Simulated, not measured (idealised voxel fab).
The document below concerns the process module designated voxel spacer lines.
FYI the section here is cut, 195 nm wide, cells are 5 nm squares.
For the purposes of this document, a cross-section shall be understood as a grid of square cells, specified as bands listed in top-to-bottom order, each band consisting of one or more rows of cells. Read a band's entry like this: the first values are the height of its top and the height of its bottom in nm, and what follows is the sequence of materials from left to right, each with its width in nm. Note that "empty" is empty space, and that a single material marked "all across" reaches across the band from edge to edge. Heights are reckoned from 0. Under this level, the received wafer is all of one material. The bottommost band is open-ended downward, for example "from 0 down". Width "30->40": first value at the band's top row of cells, second value at its bottom row, equal change from row to row. "no modifications" -> step changed no cross-section cell. "closed voids" lists enclosed empty spaces (at least 8 cells, no open path upward to the top), each as width x height at distance from the left edge, in nm. Anything after a step's settings on that line? It's the simulator's own note about the step. overlay nm: where the mask lay relative to plan, measured to the right, on steps with a mask; negatives go left.

-- The following list gives the planned process steps
step 1: RECEIVE [material Si]
step 2: CONFORMAL_DEP [material Al2O3] [thk nm 5]
step 3: DIRECTIONAL_DEP [material TiN] [thk nm 15]
step 4: DIRECTIONAL_DEP [material polySi] [thk nm 30]
step 5: PATTERN [tone cover] [mask id MANDREL] [material resist] [width nm 20] [pitch nm 70] [thk nm 35] [overlay nm 0]
step 6: DIRECTIONAL_ETCH [etch materials polySi] [depth nm 30]
step 7: STRIP [etch materials resist]
step 8: CONFORMAL_DEP [material SiO2] [thk nm 15]
step 9: DIRECTIONAL_ETCH [etch materials SiO2] [depth nm 15]
step 10: STRIP [etch materials polySi]
step 11: DIRECTIONAL_ETCH [etch materials TiN] [depth nm 15]
step 12: STRIP [etch materials SiO2]

-- Incoming wafer, cross-sectional view, post step 1
  from 0 down  Si all across
  closed voids: none

-- One mistake in running the module, otherwise start and plan as above: cross-section at the end
  from 20 to 5  empty: 5; TiN: 15; empty: 20; TiN: 15; empty: 20; TiN: 15; empty: 20; TiN: 15; empty: 20; TiN: 15; empty: 20; TiN: 15
  from 5 to 0  Al2O3 all across
  from 0 down  Si all across
  closed voids: none
Where did the run depart from the plan? planned and actual differ for step 5; actual: PATTERN [tone cover] [mask id MANDREL] [material resist] [width nm 20] [pitch nm 70] [thk nm 35] [overlay nm 5]
